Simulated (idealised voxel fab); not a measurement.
Title: Process Module voxel trench capacitor
Cross-section cut spans 140 nm and uses square cells 5 nm in size.
Think of the cross-section as a grid of square cells. We describe it in bands, top to bottom, and each band covers one or more rows of those cells.
Band: top and bottom heights (nm) first, top before bottom; then materials from left to right, widths in nm. "everywhere" marks a sole material filling the band edge to edge. "air" denotes empty space.
Height 0 is the level under which the wafer as received is all one material. The lowest band goes on downwards, as in "0..down".
The notation "30..40" denotes a width that varies across the rows of cells in the band, beginning at the first number in the top row, finishing at the second number in the bottom row, and changing by an identical amount from each row to the next.
For the purposes of this document, the phrase "no modifications" attached to a step denotes that no cell within the cross-section was modified by that step.
Enclosed voids (no open way to top), threshold 8 cells or more, entry "Completely sealed voids", notation width x height at distance, distance from left edge, nm.
Where a step's line continues beyond its settings, the continuation is a remark by the simulator itself on that step.
"overlay nm", when on a step's line for a step with a mask, measures how far to the right of its planned place the mask lay; a negative measure means to the left.
**This section lists the process steps that were planned**
step 1: RECEIVE | material Si
step 2: CONFORMAL_DEP | material SiN | thk nm 10
step 3: PATTERN | tone open | mask id TRENCH | material resist | width nm 30 | pitch nm 55 | thk nm 20 | overlay nm 0
step 4: DIRECTIONAL_ETCH | etch materials SiN | depth nm 10
step 5: DIRECTIONAL_ETCH | etch materials Si | depth nm 35
step 6: STRIP | etch materials resist
step 7: CONFORMAL_DEP | material HfO2 | thk nm 5
step 8: CONFORMAL_DEP | material TiN | thk nm 5
step 9: FILL_DEP | material W | thk nm 10
step 10: CMP | height nm 10
**First of two wafers: run as planned**
**Incoming wafer, cross-sectional view, post step 1**
* 0..down: Si everywhere
* Completely sealed voids: none
**Presented here is a cross-section of the wafer after step 2 has been performed**
* 10..0: SiN everywhere
* Everything below 0 is unchanged.
**Presented here is a cross-section of the wafer after step 3 has been performed**
* 30..10: resist: 25, air: 30, resist: 25, air: 30, resist: 30
* Everything below 10 is unchanged.
**Presented here is a cross-section of the wafer after step 4 has been performed**
* 30..10: resist: 25, air: 30, resist: 25, air: 30, resist: 30
* 10..0: SiN: 25, air: 30, SiN: 25, air: 30, SiN: 30
* Everything below 0 is unchanged.
**Presented here is a cross-section of the wafer after step 5 has been performed**
* 30..10: resist: 25, air: 30, resist: 25, air: 30, resist: 30
* 10..0: SiN: 25, air: 30, SiN: 25, air: 30, SiN: 30
* 0..-35: Si: 25, air: 30, Si: 25, air: 30, Si: 30
* Everything below -35 is unchanged.
**Presented here is a cross-section of the wafer after step 6 has been performed**
* 10..0: SiN: 25, air: 30, SiN: 25, air: 30, SiN: 30
* Everything below 0 is unchanged.
**Presented here is a cross-section of the wafer after step 7 has been performed**
* 15..10: HfO2: 30, air: 20, HfO2: 35, air: 20, HfO2: 35
* 10..0: SiN: 25, HfO2: 5, air: 20, HfO2: 5, SiN: 25, HfO2: 5, air: 20, HfO2: 5, SiN: 30
* 0..-30: Si: 25, HfO2: 5, air: 20, HfO2: 5, Si: 25, HfO2: 5, air: 20, HfO2: 5, Si: 30
* -30..-35: Si: 25, HfO2: 30, Si: 25, HfO2: 30, Si: 30
* Everything below -35 is unchanged.
**Presented here is a cross-section of the wafer after step 8 has been performed**
* 20..15: TiN: 35, air: 10, TiN: 45, air: 10, TiN: 40
* 15..10: HfO2: 30, TiN: 5, air: 10, TiN: 5, HfO2: 35, TiN: 5, air: 10, TiN: 5, HfO2: 35
* 10..0: SiN: 25, HfO2: 5, TiN: 5, air: 10, TiN: 5, HfO2: 5, SiN: 25, HfO2: 5, TiN: 5, air: 10, TiN: 5, HfO2: 5, SiN: 30
* 0..-25: Si: 25, HfO2: 5, TiN: 5, air: 10, TiN: 5, HfO2: 5, Si: 25, HfO2: 5, TiN: 5, air: 10, TiN: 5, HfO2: 5, Si: 30
* -25..-30: Si: 25, HfO2: 5, TiN: 20, HfO2: 5, Si: 25, HfO2: 5, TiN: 20, HfO2: 5, Si: 30
* Everything below -30 is unchanged.
**Presented here is a cross-section of the wafer after step 9 has been performed**
* 30..20: W everywhere
* 20..15: TiN: 35, W: 10, TiN: 45, W: 10, TiN: 40
* 15..10: HfO2: 30, TiN: 5, W: 10, TiN: 5, HfO2: 35, TiN: 5, W: 10, TiN: 5, HfO2: 35
* 10..0: SiN: 25, HfO2: 5, TiN: 5, W: 10, TiN: 5, HfO2: 5, SiN: 25, HfO2: 5, TiN: 5, W: 10, TiN: 5, HfO2: 5, SiN: 30
* 0..-25: Si: 25, HfO2: 5, TiN: 5, W: 10, TiN: 5, HfO2: 5, Si: 25, HfO2: 5, TiN: 5, W: 10, TiN: 5, HfO2: 5, Si: 30
* Everything below -25 is unchanged.
**Presented here is a cross-section of the wafer after step 10 has been performed**
* 10..0: SiN: 25, HfO2: 5, TiN: 5, W: 10, TiN: 5, HfO2: 5, SiN: 25, HfO2: 5, TiN: 5, W: 10, TiN: 5, HfO2: 5, SiN: 30
* Everything below 0 is unchanged.
**Companion wafer, the second of two: same beginning, same intended sequence, one mistake in carrying it out; through step 4 inclusive it tracks the first exactly**
**Cross-section of the second wafer at the time step 5 of the plan should have ended**
* 30..10: resist: 25, air: 30, resist: 25, air: 30, resist: 30
* 10..0: SiN: 25, air: 30, SiN: 25, air: 30, SiN: 30
* 0..-70: Si: 25, air: 30, Si: 25, air: 30, Si: 30
* Everything below -70 is unchanged.
**Cross-section of the second wafer at the time step 6 of the plan should have ended**
* 10..0: SiN: 25, air: 30, SiN: 25, air: 30, SiN: 30
* Everything below 0 is unchanged.
**Cross-section of the second wafer at the time step 7 of the plan should have ended**
* 15..10: HfO2: 30, air: 20, HfO2: 35, air: 20, HfO2: 35
* 10..0: SiN: 25, HfO2: 5, air: 20, HfO2: 5, SiN: 25, HfO2: 5, air: 20, HfO2: 5, SiN: 30
* 0..-65: Si: 25, HfO2: 5, air: 20, HfO2: 5, Si: 25, HfO2: 5, air: 20, HfO2: 5, Si: 30
* -65..-70: Si: 25, HfO2: 30, Si: 25, HfO2: 30, Si: 30
* Everything below -70 is unchanged.
**Cross-section of the second wafer at the time step 8 of the plan should have ended**
* 20..15: TiN: 35, air: 10, TiN: 45, air: 10, TiN: 40
* 15..10: HfO2: 30, TiN: 5, air: 10, TiN: 5, HfO2: 35, TiN: 5, air: 10, TiN: 5, HfO2: 35
* 10..0: SiN: 25, HfO2: 5, TiN: 5, air: 10, TiN: 5, HfO2: 5, SiN: 25, HfO2: 5, TiN: 5, air: 10, TiN: 5, HfO2: 5, SiN: 30
* 0..-60: Si: 25, HfO2: 5, TiN: 5, air: 10, TiN: 5, HfO2: 5, Si: 25, HfO2: 5, TiN: 5, air: 10, TiN: 5, HfO2: 5, Si: 30
* -60..-65: Si: 25, HfO2: 5, TiN: 20, HfO2: 5, Si: 25, HfO2: 5, TiN: 20, HfO2: 5, Si: 30
* Everything below -65 is unchanged.
**Cross-section of the second wafer at the time step 9 of the plan should have ended**
* 30..20: W everywhere
* 20..15: TiN: 35, W: 10, TiN: 45, W: 10, TiN: 40
* 15..10: HfO2: 30, TiN: 5, W: 10, TiN: 5, HfO2: 35, TiN: 5, W: 10, TiN: 5, HfO2: 35
* 10..0: SiN: 25, HfO2: 5, TiN: 5, W: 10, TiN: 5, HfO2: 5, SiN: 25, HfO2: 5, TiN: 5, W: 10, TiN: 5, HfO2: 5, SiN: 30
* 0..-60: Si: 25, HfO2: 5, TiN: 5, W: 10, TiN: 5, HfO2: 5, Si: 25, HfO2: 5, TiN: 5, W: 10, TiN: 5, HfO2: 5, Si: 30
* Everything below -60 is unchanged.
**Cross-section of the second wafer at the time step 10 of the plan should have ended**
* 10..0: SiN: 25, HfO2: 5, TiN: 5, W: 10, TiN: 5, HfO2: 5, SiN: 25, HfO2: 5, TiN: 5, W: 10, TiN: 5, HfO2: 5, SiN: 30
* Everything below 0 is unchanged.
Plan not followed: in the plan, step 5 was performed twice
Final comparison by cell count, materials where the second wafer has more or fewer than the first: 28 more of HfO2; 84 fewer of Si; 28 more of TiN; 28 more of W
